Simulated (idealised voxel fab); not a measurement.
Name of the process module below: voxel transistor to metal
Square cell edge 5 nm, section width 185 nm, ID cut.
A cross-section is a grid of square cells, given in bands from the top down. A band is one or more rows of cells.
Heights first: top, then bottom, in nm. Then materials, left to right, each with a width in nm. "throughout" on a single material: fills the band edge to edge. "empty": empty space.
Height datum 0, below which the as-received substrate wafer is one material. Lowest band open at the bottom, running downward: "from 0 down".
A width such as "30->40" changes by the same amount from each row of cells to the next, from the band's top row to its bottom row.
Where the words "identical to before" appear for a step, the cross-section shows no cell changed by that step; every cell remained as before.
Sealed cavities: empty space of 8 cells or more with no open way to the top, each as width x height at its distance from the left edge, in nm
Formally, on a step line, whatever follows the settings is a remark that the simulator itself makes on the step.
A step line may carry the setting "overlay nm", which, for steps involving a mask, states the distance by which the mask lay to the right of its intended position; negative values denote displacement to the left.

Here's what the planned process steps look like:
| 1 | RECEIVE, material Si |
| 2 | OXIDIZE, depth nm 5 |
| 3 | CONFORMAL_DEP, material SiN, thk nm 10 |
| 4 | MASKED_ETCH, tone cover, mask id ACTIVE, width nm 115, etch materials SiN, depth nm 10, overlay nm 0 |
| 5 | MASKED_ETCH, tone cover, mask id ACTIVE, width nm 115, etch materials SiO2, depth nm 5, overlay nm 0 |
| 6 | MASKED_ETCH, tone cover, mask id ACTIVE, width nm 115, etch materials Si, depth nm 20, overlay nm 0 |
| 7 | OXIDIZE, depth nm 5 |
| 8 | FILL_DEP, material SiO2, thk nm 10 |
| 9 | CMP, height nm 10 |
| 10 | SELECTIVE_ETCH, etch materials SiO2, depth nm 10 |
| 11 | STRIP, etch materials SiN |
| 12 | SELECTIVE_ETCH, etch materials SiO2, depth nm 5 |
| 13 | OXIDIZE, depth nm 5 |
| 14 | DIRECTIONAL_DEP, material polySi, thk nm 25 |
| 15 | DIRECTIONAL_DEP, material SiCN, thk nm 15 |
| 16 | PATTERN, tone cover, mask id GATE, material resist, width nm 35, thk nm 20, overlay nm 0 |
| 17 | DIRECTIONAL_ETCH, etch materials SiCN, depth nm 25 |
| 18 | DIRECTIONAL_ETCH, etch materials polySi, depth nm 35 |
| 19 | STRIP, etch materials resist |
| 20 | CONFORMAL_DEP, material SiN, thk nm 10 |
| 21 | DIRECTIONAL_ETCH, etch materials SiN, depth nm 10 |
| 22 | DIRECTIONAL_ETCH, etch materials SiO2, depth nm 5 |
| 23 | DIRECTIONAL_ETCH, etch materials Si, depth nm 15 |
| 24 | EPI, material SiGe, thk nm 20 |
| 25 | FILL_DEP, material SiO2, thk nm 5 |
| 26 | CMP, height nm 20 |
| 27 | STRIP, etch materials polySi |
| 28 | SELECTIVE_ETCH, etch materials SiO2, depth nm 5 |
| 29 | CONFORMAL_DEP, material HfO2, thk nm 5 |
| 30 | CONFORMAL_DEP, material TiN, thk nm 5 |
| 31 | FILL_DEP, material W, thk nm 10 |
| 32 | CMP, height nm 15 |
| 33 | DIRECTIONAL_DEP, material SiO2, thk nm 10 |
| 34 | PATTERN, tone open, mask id CONTACT, material resist, width nm 20, pitch nm 85, thk nm 20, overlay nm 0 |
| 35 | DIRECTIONAL_ETCH, etch materials SiO2, depth nm 30 |
| 36 | STRIP, etch materials resist |
| 37 | CONFORMAL_DEP, material TiN, thk nm 5 |
| 38 | FILL_DEP, material W, thk nm 10 |
| 39 | CMP, height nm 25 |
| 40 | DIRECTIONAL_DEP, material TiN, thk nm 5 |
| 41 | DIRECTIONAL_DEP, material Ru, thk nm 15 |
| 42 | PATTERN, tone cover, mask id METAL_1, material resist, width nm 20, pitch nm 85, thk nm 15, overlay nm 0 |
| 43 | DIRECTIONAL_ETCH, etch materials Ru, depth nm 15 |
| 44 | DIRECTIONAL_ETCH, etch materials TiN, depth nm 5 |
| 45 | STRIP, etch materials resist |
| 46 | CONFORMAL_DEP, material SiCN, thk nm 5 |
| 47 | FILL_DEP, material lowk, thk nm 5 |
| 48 | CMP, height nm 45 |
| 49 | CONFORMAL_DEP, material SiCN, thk nm 5 |
| 50 | DIRECTIONAL_DEP, material lowk, thk nm 35 |
| 51 | MASKED_ETCH, tone open, mask id METAL_2_HOLES, width nm 15, pitch nm 85, etch materials lowk, depth nm 35, overlay nm 0 |
| 52 | PATTERN, tone open, mask id METAL_2, material resist, width nm 20, pitch nm 85, thk nm 15, overlay nm 0 |
| 53 | DIRECTIONAL_ETCH, etch materials lowk, depth nm 20 |
| 54 | DIRECTIONAL_ETCH, etch materials SiCN, depth nm 5 |
| 55 | STRIP, etch materials resist |
| 56 | CONFORMAL_DEP, material TiN, thk nm 5 |
| 57 | FILL_DEP, material Cu, thk nm 5 |
| 58 | CMP, height nm 85 |
| 59 | CONFORMAL_DEP, material SiCN, thk nm 5 |

Cross-section of the wafer at receipt, which is the condition after step 1:
from 0 down | Si throughout
Sealed cavities: none

First of two wafers, end-of-module section, run followed plan:
from 90 to 85 | SiCN throughout
from 85 to 70 | lowk (40)  TiN (5)  Cu (10)  TiN (5)  lowk (65)  TiN (5)  Cu (10)  TiN (5)  lowk (40)
from 70 to 65 | lowk (40)  TiN (5)  Cu (5)  TiN (10)  lowk (65)  TiN (5)  Cu (5)  TiN (10)  lowk (40)
from 65 to 50 | lowk (40)  TiN (5)  Cu (5)  TiN (5)  lowk (70)  TiN (5)  Cu (5)  TiN (5)  lowk (45)
from 50 to 45 | SiCN (40)  TiN (15)  SiCN (70)  TiN (15)  SiCN (45)
from 45 to 30 | lowk (35)  SiCN (5)  Ru (20)  SiCN (5)  lowk (55)  SiCN (5)  Ru (20)  SiCN (5)  lowk (35)
from 30 to 25 | SiCN (40)  TiN (20)  SiCN (65)  TiN (20)  SiCN (40)
from 25 to 15 | SiO2 (40)  TiN (5)  W (10)  TiN (5)  SiO2 (65)  TiN (5)  W (10)  TiN (5)  SiO2 (40)
from 15 to 10 | SiO2 (40)  TiN (20)  SiO2 (5)  SiN (10)  HfO2 (5)  TiN (5)  W (15)  TiN (5)  HfO2 (5)  SiN (10)  SiO2 (5)  TiN (20)  SiO2 (40)
from 10 to 0 | SiO2 (40)  TiN (5)  SiGe (20)  SiN (10)  HfO2 (5)  TiN (5)  W (15)  TiN (5)  HfO2 (5)  SiN (10)  SiGe (20)  TiN (5)  SiO2 (40)
from 0 to -5 | SiO2 (40)  TiN (5)  SiGe (20)  SiN (10)  HfO2 (5)  TiN (25)  HfO2 (5)  SiN (10)  SiGe (20)  TiN (5)  SiO2 (40)
from -5 to -10 | SiO2 (35)  SiGe (30)  SiO2 (5)  HfO2 (45)  SiO2 (5)  SiGe (30)  SiO2 (35)
from -10 to -25 | SiO2 (40)  SiGe (25)  Si (55)  SiGe (25)  SiO2 (40)
from -25 to -30 | SiO2 (40)  Si (105)  SiO2 (40)
from -30 down | Si throughout
Sealed cavities: none

End-of-module cross-section of the second wafer: identical starting point and process plan to the first, with one processing mistake:
from 90 to 85 | SiCN throughout
from 85 to 80 | SiCN (40)  TiN (20)  SiCN (65)  TiN (20)  SiCN (40)
from 80 to 45 | lowk throughout
from 45 to 30 | lowk (35)  SiCN (5)  Ru (20)  SiCN (5)  lowk (55)  SiCN (5)  Ru (20)  SiCN (5)  lowk (35)
from 30 to 25 | SiCN (40)  TiN (20)  SiCN (65)  TiN (20)  SiCN (40)
from 25 to 15 | SiO2 (40)  TiN (5)  W (10)  TiN (5)  SiO2 (65)  TiN (5)  W (10)  TiN (5)  SiO2 (40)
from 15 to 10 | SiO2 (40)  TiN (20)  SiO2 (5)  SiN (10)  HfO2 (5)  TiN (5)  W (15)  TiN (5)  HfO2 (5)  SiN (10)  SiO2 (5)  TiN (20)  SiO2 (40)
from 10 to 0 | SiO2 (40)  TiN (5)  SiGe (20)  SiN (10)  HfO2 (5)  TiN (5)  W (15)  TiN (5)  HfO2 (5)  SiN (10)  SiGe (20)  TiN (5)  SiO2 (40)
from 0 to -5 | SiO2 (40)  TiN (5)  SiGe (20)  SiN (10)  HfO2 (5)  TiN (25)  HfO2 (5)  SiN (10)  SiGe (20)  TiN (5)  SiO2 (40)
from -5 to -10 | SiO2 (35)  SiGe (30)  SiO2 (5)  HfO2 (45)  SiO2 (5)  SiGe (30)  SiO2 (35)
from -10 to -25 | SiO2 (40)  SiGe (25)  Si (55)  SiGe (25)  SiO2 (40)
from -25 to -30 | SiO2 (40)  Si (105)  SiO2 (40)
from -30 down | Si throughout
Sealed cavities: none
It is concluded that the wafer was processed incorrectly with respect to the plan, in that ran 49 and 50 in swapped order versus the plan
Final wafer comparison in cells, second versus first, more or fewer per material: Cu: 20 fewer; SiCN: 2 fewer; TiN: 28 fewer; lowk: 50 more
